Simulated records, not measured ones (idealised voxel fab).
Process module, titled voxel air gaps
Section cut is 270 nm wide and gridded with 5 nm square cells.
Cross-section, as written here: a square-cell grid given band by band from the top down, where a band holds one or more rows of cells.
The band entry comprises the height of the band's top followed by the height of its bottom, expressed in nm, and subsequently the band's materials from left to right, each stated together with its width in nm. Where a single material is marked with the word "everywhere", that material fills the band from edge to edge. The word "empty" represents empty space.
Note: height 0 marks the level under which the wafer is uniformly one material as received. Lowest band unbounded below, written "z 0 and below".
Width: "30->40" (first number = top row, second number = bottom row, same change from row to row of cells).
The cross-section has no changed cell in any step marked "nothing altered".
Enclosed voids (no open way to top), threshold 8 cells or more, entry "Listed closed voids", notation width x height at distance, distance from left edge, nm.
Text after the settings on a step's line: the simulator's own remark on that step.
Among the settings permitted on a step's line is "overlay nm"; applied to a step with a mask, it specifies the extent to which the mask lay to the right of its planned position, whereas a negative figure signifies a position to the left.

### The steps planned for the process are as follows
1,RECEIVE,material Si
2,CONFORMAL_DEP,material SiO2,thk nm 10
3,CONFORMAL_DEP,material SiN,thk nm 5
4,DIRECTIONAL_DEP,material SiO2,thk nm 35
5,MASKED_ETCH,tone open,mask id LINES,width nm 20,pitch nm 45,etch materials SiO2,depth nm 35,overlay nm 0
6,CONFORMAL_DEP,material TiN,thk nm 5
7,FILL_DEP,material W,thk nm 5
8,CMP,height nm 50
9,EPI,material Ru,thk nm 10
10,SELECTIVE_ETCH,etch materials SiO2,depth nm 45
11,CONFORMAL_DEP,material SiCN,thk nm 5

### Cross-section of the incoming wafer, state after step 1
    z 0 and below = Si everywhere
    Listed closed voids: none

### Run as planned - first of the two wafers cross-sectioned at the end of the module
    z 65 to 60 = empty 40, then SiCN 185, then empty 45
    z 60 to 50 = empty 40, then SiCN 5, then Ru 40, then SiCN 5, then Ru 40, then SiCN 5, then Ru 40, then SiCN 5, then Ru 40, then SiCN 5, then empty 45
    z 50 to 45 = empty 40, then SiCN 15, then TiN 5, then W 10, then TiN 5, then SiCN 25, then TiN 5, then W 10, then TiN 5, then SiCN 25, then TiN 5, then W 10, then TiN 5, then SiCN 25, then TiN 5, then W 10, then TiN 5, then SiCN 15, then empty 45
    z 45 to 20 = empty 50, then SiCN 5, then TiN 5, then W 10, then TiN 5, then SiCN 5, then empty 15, then SiCN 5, then TiN 5, then W 10, then TiN 5, then SiCN 5, then empty 15, then SiCN 5, then TiN 5, then W 10, then TiN 5, then SiCN 5, then empty 15, then SiCN 5, then TiN 5, then W 10, then TiN 5, then SiCN 5, then empty 55
    z 20 to 15 = SiCN 55, then TiN 20, then SiCN 25, then TiN 20, then SiCN 25, then TiN 20, then SiCN 25, then TiN 20, then SiCN 60
    z 15 to 10 = SiN everywhere
    z 10 to 0 = SiO2 everywhere
    z 0 and below = Si everywhere
    Listed closed voids: 15 x 25 at 80; 15 x 25 at 125; 15 x 25 at 170

### Second wafer of the two, sectioned at the end of the module. It began like the first and followed the same plan, but one mistake was made while running it
    z 65 to 60 = empty 30, then SiCN 185, then empty 55
    z 60 to 50 = empty 30, then SiCN 5, then Ru 40, then SiCN 5, then Ru 40, then SiCN 5, then Ru 40, then SiCN 5, then Ru 40, then SiCN 5, then empty 55
    z 50 to 45 = empty 30, then SiCN 15, then TiN 5, then W 10, then TiN 5, then SiCN 25, then TiN 5, then W 10, then TiN 5, then SiCN 25, then TiN 5, then W 10, then TiN 5, then SiCN 25, then TiN 5, then W 10, then TiN 5, then SiCN 15, then empty 55
    z 45 to 20 = empty 40, then SiCN 5, then TiN 5, then W 10, then TiN 5, then SiCN 5, then empty 15, then SiCN 5, then TiN 5, then W 10, then TiN 5, then SiCN 5, then empty 15, then SiCN 5, then TiN 5, then W 10, then TiN 5, then SiCN 5, then empty 15, then SiCN 5, then TiN 5, then W 10, then TiN 5, then SiCN 5, then empty 65
    z 20 to 15 = SiCN 45, then TiN 20, then SiCN 25, then TiN 20, then SiCN 25, then TiN 20, then SiCN 25, then TiN 20, then SiCN 70
    z 15 to 10 = SiN everywhere
    z 10 to 0 = SiO2 everywhere
    z 0 and below = Si everywhere
    Listed closed voids: 15 x 25 at 70; 15 x 25 at 115; 15 x 25 at 160
Nonconformance to the process plan: step 5 did not use the planned setting and instead ran as MASKED_ETCH,tone open,mask id LINES,width nm 20,pitch nm 45,etch materials SiO2,depth nm 35,overlay nm -10
By the end, you'd get the same cell count for each material on either wafer, but the second wafer puts them somewhere else.
